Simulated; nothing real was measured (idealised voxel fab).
This is a process module. Its name is voxel trench capacitor.
This is section cut - it's 165 nm across, gridded in 5 nm square cells.
Notation: cross-section as square-cell grid; stated in bands, top first, going down; one or more cell rows per band. Look at the band entry: it leads with the top's height and the bottom's height in nm. Then it lists the materials left to right, with a width in nm for each. The word "everywhere" on a single material says that material fills the band edge to edge. The word "empty" is empty space. All heights in this document are referenced to 0, defined as the level beneath which the wafer, as received, consists entirely of one material. The lowest band is not bounded below; it extends indefinitely downward and is written in the form "0 -> down". A width given as "30 to 40" starts at the first number in the band's top row and ends at the second number in its bottom row, shifting by an equal amount at every step from row to row. "no change" for a step: no cell of the cross-section changed in that step. "Listed closed voids" enumerates empty spaces isolated from the top, with no open way to it, that contain at least 8 cells, giving each as width x height at distance from the left edge, all three in nm. If you see something after the settings on a step's line, that's the simulator's own remark about that step. You can add "overlay nm" to a step's line. For a step with a mask, it describes how far the mask lay to the right of its planned position, and a negative number describes a lay to the left. Note: before/after cross-section pairs follow, one process step per pair, after-side truncated at the lowest changed band, step and settings given beneath. Different runs of this module on the same starting wafer may supply the pairs; a pair continues the one above only where the "Pre-step geometry" entry says so.
-- Pre-step geometry
- 25 -> 20: W everywhere
- 20 -> 15: TiN 50 | W 5 | TiN 45 | W 5 | TiN 60
- 15 -> 10: HfO2 45 | TiN 5 | W 5 | TiN 5 | HfO2 35 | TiN 5 | W 5 | TiN 5 | HfO2 55
- 10 -> 0: SiN 40 | HfO2 5 | TiN 5 | W 5 | TiN 5 | HfO2 5 | SiN 25 | HfO2 5 | TiN 5 | W 5 | TiN 5 | HfO2 5 | SiN 50
- 0 -> -20: Si 40 | HfO2 5 | TiN 5 | W 5 | TiN 5 | HfO2 5 | Si 25 | HfO2 5 | TiN 5 | W 5 | TiN 5 | HfO2 5 | Si 50
- -20 -> -25: Si 40 | HfO2 5 | TiN 15 | HfO2 5 | Si 25 | HfO2 5 | TiN 15 | HfO2 5 | Si 50
- -25 -> -30: Si 40 | HfO2 25 | Si 25 | HfO2 25 | Si 50
- -30 -> down: Si everywhere
- Listed closed voids: none
-- Resulting Cross-Section
- 10 -> 0: SiN 40 | HfO2 5 | TiN 5 | W 5 | TiN 5 | HfO2 5 | SiN 25 | HfO2 5 | TiN 5 | W 5 | TiN 5 | HfO2 5 | SiN 50
- All layers under 0 are left as they were.
- Listed closed voids: none
Between the two cross-sections you see above, the step is CMP (height nm 10)
-- Pre-step geometry
- 10 -> 0: SiN 45 | empty 25 | SiN 25 | empty 25 | SiN 45
- 0 -> -30: Si 45 | empty 25 | Si 25 | empty 25 | Si 45
- -30 -> down: Si everywhere
- Listed closed voids: none
-- Resulting Cross-Section
- 15 -> 0: SiN 50 | empty 15 | SiN 35 | empty 15 | SiN 50
- 0 -> -25: Si 45 | SiN 5 | empty 15 | SiN 5 | Si 25 | SiN 5 | empty 15 | SiN 5 | Si 45
- -25 -> -30: Si 45 | SiN 25 | Si 25 | SiN 25 | Si 45
- All layers under -30 are left as they were.
- Listed closed voids: none
Between the two cross-sections you see above, the step is CONFORMAL_DEP (material SiN; thk nm 5)
Pre-step geometry: the wafer arrives at this step looking as the after cross-section in the pair just above shows it.
-- Resulting Cross-Section
- 20 -> 15: TiN 55 | empty 5 | TiN 45 | empty 5 | TiN 55
- 15 -> 0: SiN 50 | TiN 5 | empty 5 | TiN 5 | SiN 35 | TiN 5 | empty 5 | TiN 5 | SiN 50
- 0 -> -20: Si 45 | SiN 5 | TiN 5 | empty 5 | TiN 5 | SiN 5 | Si 25 | SiN 5 | TiN 5 | empty 5 | TiN 5 | SiN 5 | Si 45
- -20 -> -25: Si 45 | SiN 5 | TiN 15 | SiN 5 | Si 25 | SiN 5 | TiN 15 | SiN 5 | Si 45
- All layers under -25 are left as they were.
- Listed closed voids: none
Between the two cross-sections you see above, the step is CONFORMAL_DEP (material TiN; thk nm 5)
Pre-step geometry: the wafer arrives at this step looking as the after cross-section in the pair just above shows it.
-- Resulting Cross-Section
- 25 -> 20: W everywhere
- 20 -> 15: TiN 55 | W 5 | TiN 45 | W 5 | TiN 55
- 15 -> 0: SiN 50 | TiN 5 | W 5 | TiN 5 | SiN 35 | TiN 5 | W 5 | TiN 5 | SiN 50
- 0 -> -20: Si 45 | SiN 5 | TiN 5 | W 5 | TiN 5 | SiN 5 | Si 25 | SiN 5 | TiN 5 | W 5 | TiN 5 | SiN 5 | Si 45
- All layers under -20 are left as they were.
- Listed closed voids: none
Between the two cross-sections you see above, the step is FILL_DEP (material W; thk nm 5)
Pre-step geometry: the wafer arrives at this step looking as the after cross-section in the pair just above shows it.
-- Resulting Cross-Section
- 10 -> 0: SiN 50 | TiN 5 | W 5 | TiN 5 | SiN 35 | TiN 5 | W 5 | TiN 5 | SiN 50
- All layers under 0 are left as they were.
- Listed closed voids: none
Between the two cross-sections you see above, the step is CMP (height nm 10)
-- Pre-step geometry
- 20 -> 10: aC everywhere
- 10 -> 0: SiN everywhere
- 0 -> down: Si everywhere
- Listed closed voids: none
-- Resulting Cross-Section
- 50 -> 20: empty 45 | resist 25 | empty 25 | resist 25 | empty 45
- All layers under 20 are left as they were.
- Listed closed voids: none
Between the two cross-sections you see above, the step is PATTERN (tone cover; mask id TRENCH; material resist; width nm 25; pitch nm 50; thk nm 30; overlay nm 0)
Pre-step geometry: the wafer arrives at this step looking as the after cross-section in the pair just above shows it.
-- Resulting Cross-Section
- 40 -> 20: empty 45 | resist 25 | empty 25 | resist 25 | empty 45
- 20 -> 10: empty 45 | aC 25 | empty 25 | aC 25 | empty 45
- All layers under 10 are left as they were.
- Listed closed voids: none
Between the two cross-sections you see above, the step is DIRECTIONAL_ETCH (etch materials aC; depth nm 10)
Pre-step geometry: the wafer arrives at this step looking as the after cross-section in the pair just above shows it.
-- Resulting Cross-Section
- 20 -> 10: empty 45 | aC 25 | empty 25 | aC 25 | empty 45
- All layers under 10 are left as they were.
- Listed closed voids: none
Between the two cross-sections you see above, the step is STRIP (etch materials resist)
Pre-step geometry: the wafer arrives at this step looking as the after cross-section in the pair just above shows it.
-- Resulting Cross-Section
- 20 -> 10: empty 45 | aC 25 | empty 25 | aC 25 | empty 45
- 10 -> 0: empty 45 | SiN 25 | empty 25 | SiN 25 | empty 45
- All layers under 0 are left as they were.
- Listed closed voids: none
Between the two cross-sections you see above, the step is DIRECTIONAL_ETCH (etch materials SiN; depth nm 10)
Pre-step geometry: the wafer arrives at this step looking as the after cross-section in the pair just above shows it.
-- Resulting Cross-Section
- 20 -> 10: empty 45 | aC 25 | empty 25 | aC 25 | empty 45
- 10 -> 0: empty 45 | SiN 25 | empty 25 | SiN 25 | empty 45
- 0 -> -30: empty 45 | Si 25 | empty 25 | Si 25 | empty 45
- All layers under -30 are left as they were.
- Listed closed voids: none
Between the two cross-sections you see above, the step is DIRECTIONAL_ETCH (etch materials Si; depth nm 30)
Pre-step geometry: the wafer arrives at this step looking as the after cross-section in the pair just above shows it.
-- Resulting Cross-Section
- 10 -> 0: empty 45 | SiN 25 | empty 25 | SiN 25 | empty 45
- All layers under 0 are left as they were.
- Listed closed voids: none
Between the two cross-sections you see above, the step is STRIP (etch materials aC)
Pre-step geometry: the wafer arrives at this step looking as the after cross-section in the pair just above shows it.
-- Resulting Cross-Section
- 15 -> 10: empty 40 | HfO2 35 | empty 15 | HfO2 35 | empty 40
- 10 -> 0: empty 40 | HfO2 5 | SiN 25 | HfO2 5 | empty 15 | HfO2 5 | SiN 25 | HfO2 5 | empty 40
- 0 -> -25: empty 40 | HfO2 5 | Si 25 | HfO2 5 | empty 15 | HfO2 5 | Si 25 | HfO2 5 | empty 40
- -25 -> -30: HfO2 45 | Si 25 | HfO2 25 | Si 25 | HfO2 45
- All layers under -30 are left as they were.
- Listed closed voids: none
Between the two cross-sections you see above, the step is CONFORMAL_DEP (material HfO2; thk nm 5)
Pre-step geometry: the wafer arrives at this step looking as the after cross-section in the pair just above shows it.
-- Resulting Cross-Section
- 20 -> 15: empty 35 | TiN 45 | empty 5 | TiN 45 | empty 35
- 15 -> 10: empty 35 | TiN 5 | HfO2 35 | TiN 5 | empty 5 | TiN 5 | HfO2 35 | TiN 5 | empty 35
- 10 -> 0: empty 35 | TiN 5 | HfO2 5 | SiN 25 | HfO2 5 | TiN 5 | empty 5 | TiN 5 | HfO2 5 | SiN 25 | HfO2 5 | TiN 5 | empty 35
- 0 -> -20: empty 35 | TiN 5 | HfO2 5 | Si 25 | HfO2 5 | TiN 5 | empty 5 | TiN 5 | HfO2 5 | Si 25 | HfO2 5 | TiN 5 | empty 35
- -20 -> -25: TiN 40 | HfO2 5 | Si 25 | HfO2 5 | TiN 15 | HfO2 5 | Si 25 | HfO2 5 | TiN 40
- All layers under -25 are left as they were.
- Listed closed voids: none
Between the two cross-sections you see above, the step is CONFORMAL_DEP (material TiN; thk nm 5)
Pre-step geometry: the wafer arrives at this step looking as the after cross-section in the pair just above shows it.
-- Resulting Cross-Section
- 25 -> 20: W everywhere
- 20 -> 15: W 35 | TiN 45 | W 5 | TiN 45 | W 35
- 15 -> 10: W 35 | TiN 5 | HfO2 35 | TiN 5 | W 5 | TiN 5 | HfO2 35 | TiN 5 | W 35
- 10 -> 0: W 35 | TiN 5 | HfO2 5 | SiN 25 | HfO2 5 | TiN 5 | W 5 | TiN 5 | HfO2 5 | SiN 25 | HfO2 5 | TiN 5 | W 35
- 0 -> -20: W 35 | TiN 5 | HfO2 5 | Si 25 | HfO2 5 | TiN 5 | W 5 | TiN 5 | HfO2 5 | Si 25 | HfO2 5 | TiN 5 | W 35
- All layers under -20 are left as they were.
- Listed closed voids: none
Between the two cross-sections you see above, the step is FILL_DEP (material W; thk nm 5)
Pre-step geometry: the wafer arrives at this step looking as the after cross-section in the pair just above shows it.
-- Resulting Cross-Section
- 10 -> 0: W 35 | TiN 5 | HfO2 5 | SiN 25 | HfO2 5 | TiN 5 | W 5 | TiN 5 | HfO2 5 | SiN 25 | HfO2 5 | TiN 5 | W 35
- All layers under 0 are left as they were.
- Listed closed voids: none
Between the two cross-sections you see above, the step is CMP (height nm 10)
